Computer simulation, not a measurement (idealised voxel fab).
The name of this process module is voxel capacitor over wiring.
Pictured: cross-section cut, 140 nm wide, on a grid of 5 nm square cells.
A cross-section is written here as square cells arranged in a grid, and it is given in bands from the top down, each band taking up one or more rows of cells.
Heads up on the band format: heights come first, top then bottom, in nm. After that it's the materials left to right, each with its width in nm. A single material flagged "edge to edge" fills the whole band edge to edge, and "empty" means there's empty space there.
Beneath 0, the wafer as received is one material, and that level is where height counting begins. The lowest band goes on downward without a bottom; it is written like "0 down".
With a width like "30 to 40", each row of cells in the band differs from the next by the same amount, the top row carrying the first number and the bottom row the second.
Key: "nothing altered" - step with no changed cell in the cross-section.
The entry titled "Fully sealed cavities" provides the empty spaces that have no open way to the top, restricted to those of 8 cells or more. Each is presented as width x height at distance, the distance being measured from the left edge, with all three in nm.
Whatever follows a step's settings on its line is a remark the simulator itself makes about that step.
The optional step-line setting "overlay nm" applies to steps with a mask and quantifies how far to the right of its planned location the mask lay, a negative value indicating leftward placement.

**The following list gives the planned process steps**
1: RECEIVE (material Si)
2: CONFORMAL_DEP (material SiO2; thk nm 15)
3: DIRECTIONAL_DEP (material TiN; thk nm 5)
4: DIRECTIONAL_DEP (material W; thk nm 25)
5: MASKED_ETCH (tone cover; mask id METAL_1; width nm 20; pitch nm 75; etch materials W; depth nm 25; overlay nm 0)
6: MASKED_ETCH (tone cover; mask id METAL_1; width nm 20; pitch nm 75; etch materials TiN; depth nm 5; overlay nm 0)
7: FILL_DEP (material lowk; thk nm 5)
8: CMP (height nm 45)
9: CONFORMAL_DEP (material SiCN; thk nm 5)
10: DIRECTIONAL_DEP (material lowk; thk nm 15)
11: PATTERN (tone open; mask id PLUG_1; material resist; width nm 15; thk nm 20; overlay nm -10)
12: DIRECTIONAL_ETCH (etch materials lowk; depth nm 15)
13: DIRECTIONAL_ETCH (etch materials SiCN; depth nm 5)
14: STRIP (etch materials resist)
15: EPI (material Ru; thk nm 10)
16: EPI (material Ru; thk nm 10)
17: DIRECTIONAL_DEP (material TiN; thk nm 5)
18: DIRECTIONAL_DEP (material SiN; thk nm 5)
19: DIRECTIONAL_DEP (material TiN; thk nm 10)
20: PATTERN (tone cover; mask id UPPER_PLATE; material resist; width nm 60; thk nm 20; overlay nm 0)
21: DIRECTIONAL_ETCH (etch materials TiN; depth nm 10)
22: DIRECTIONAL_ETCH (etch materials SiN; depth nm 5)
23: STRIP (etch materials resist)
24: DIRECTIONAL_DEP (material aC; thk nm 10)
25: PATTERN (tone cover; mask id LOWER_PLATE; material resist; width nm 70; thk nm 30; overlay nm 0)
26: DIRECTIONAL_ETCH (etch materials aC; depth nm 10)
27: STRIP (etch materials resist)
28: DIRECTIONAL_ETCH (etch materials TiN; depth nm 5)
29: STRIP (etch materials aC)
30: FILL_DEP (material SiO2; thk nm 15)
31: CMP (height nm 95)
32: MASKED_ETCH (tone open; mask id PLUG_2; width nm 15; etch materials SiO2; depth nm 10; overlay nm 0)
33: CONFORMAL_DEP (material TiN; thk nm 5)
34: FILL_DEP (material Cu; thk nm 5)
35: CMP (height nm 95)
36: CONFORMAL_DEP (material SiCN; thk nm 5)
Wafers differ in overlay nm at step 11; plan lists the first wafer's value; identical starting state.

**Cross-section: the first of several wafers in its as-received state, i.e. following step 1**
    0 down = Si edge to edge
    Fully sealed cavities: none

**Table: wafers, a row each; end-of-module cell change per material since receipt, gain (+), loss (-); then closed voids**
overlay nm -10; +1 Cu; +12 Ru; +53 SiCN; +12 SiN; +196 SiO2; +51 TiN; +40 W; +195 lowk; Fully sealed cavities: none
overlay nm -5; +1 Cu; +12 Ru; +53 SiCN; +12 SiN; +196 SiO2; +51 TiN; +40 W; +195 lowk; Fully sealed cavities: none
overlay nm 0; +1 Cu; +12 Ru; +53 SiCN; +12 SiN; +196 SiO2; +51 TiN; +40 W; +195 lowk; Fully sealed cavities: none
overlay nm 5; +1 Cu; +12 Ru; +53 SiCN; +12 SiN; +196 SiO2; +51 TiN; +40 W; +195 lowk; Fully sealed cavities: none
overlay nm 10; +1 Cu; +12 Ru; +53 SiCN; +12 SiN; +196 SiO2; +51 TiN; +40 W; +195 lowk; Fully sealed cavities: none
overlay nm 15; +1 Cu; +53 SiCN; +12 SiN; +208 SiO2; +51 TiN; +40 W; +195 lowk; Fully sealed cavities: none
